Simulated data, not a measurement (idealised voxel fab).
process module | voxel ribs on slabs
cross-section cut | 295 nm wide | cells 5 nm
A cross-section is a grid of square cells, given in bands from the top down. A band is one or more rows of cells.
Each band's line starts with the height of the band's top and of its bottom, in nm. Then come its materials from left to right, each with its width in nm. One material with "throughout" fills the band from edge to edge. "air" is empty space.
Height 0 is the level under which the wafer as received is all one material. The lowest band goes on downwards, as in "0 down".
A width such as "30 to 40" changes by the same amount from each row of cells to the next, from the band's top row to its bottom row.
"no change" after a step means that no cell of the cross-section changed.
closed voids: empty space of 8 cells or more with no open way to the top, each as width x height at its distance from the left edge, in nm
after a step's settings: what the simulator itself notes on the step
overlay nm, on a step with a mask: how far to the right of its planned place the mask lay; to the left if negative
plan
1 op RECEIVE | material Si
2 op DIRECTIONAL_DEP | material SiO2 | thk nm 25
3 op DIRECTIONAL_DEP | material SiN | thk nm 25
4 op PATTERN | tone cover | mask id RIB | material resist | width nm 25 | thk nm 20 | overlay nm 0
5 op DIRECTIONAL_ETCH | etch materials SiN | depth nm 15
6 op STRIP | etch materials resist
7 op MASKED_ETCH | tone cover | mask id SLAB | width nm 85 | etch materials SiN | depth nm 10 | overlay nm 0
8 op FILL_DEP | material SiO2 | thk nm 25
9 op CMP | height nm 65
10 op DIRECTIONAL_DEP | material TiN | thk nm 5
11 op PATTERN | tone cover | mask id HEATER | material resist | width nm 35 | thk nm 15 | overlay nm 0
12 op DIRECTIONAL_ETCH | etch materials TiN | depth nm 5
13 op STRIP | etch materials resist
14 op CONFORMAL_DEP | material SiN | thk nm 5
as received, after step 1
  0 down: Si throughout
  closed voids: none
first wafer at the end, as planned
  75 to 70: air 125 | SiN 45 | air 125
  70 to 65: SiN 130 | TiN 35 | SiN 130
  65 to 50: SiO2 throughout
  50 to 35: SiO2 135 | SiN 25 | SiO2 135
  35 to 25: SiO2 105 | SiN 85 | SiO2 105
  25 to 0: SiO2 throughout
  0 down: Si throughout
  closed voids: none
second wafer at the end: like start, like plan, one mistake
  75 to 70: air 125 | SiN 45 | air 125
  70 to 65: SiN 130 | TiN 35 | SiN 130
  65 to 50: SiO2 throughout
  50 to 35: SiO2 140 | SiN 25 | SiO2 130
  35 to 25: SiO2 105 | SiN 85 | SiO2 105
  25 to 0: SiO2 throughout
  0 down: Si throughout
  closed voids: none
what went wrong: step 4 ran as: op PATTERN | tone cover | mask id RIB | material resist | width nm 25 | thk nm 20 | overlay nm 5
at the end the second wafer has, in cells: as many of each material as the first, in other places
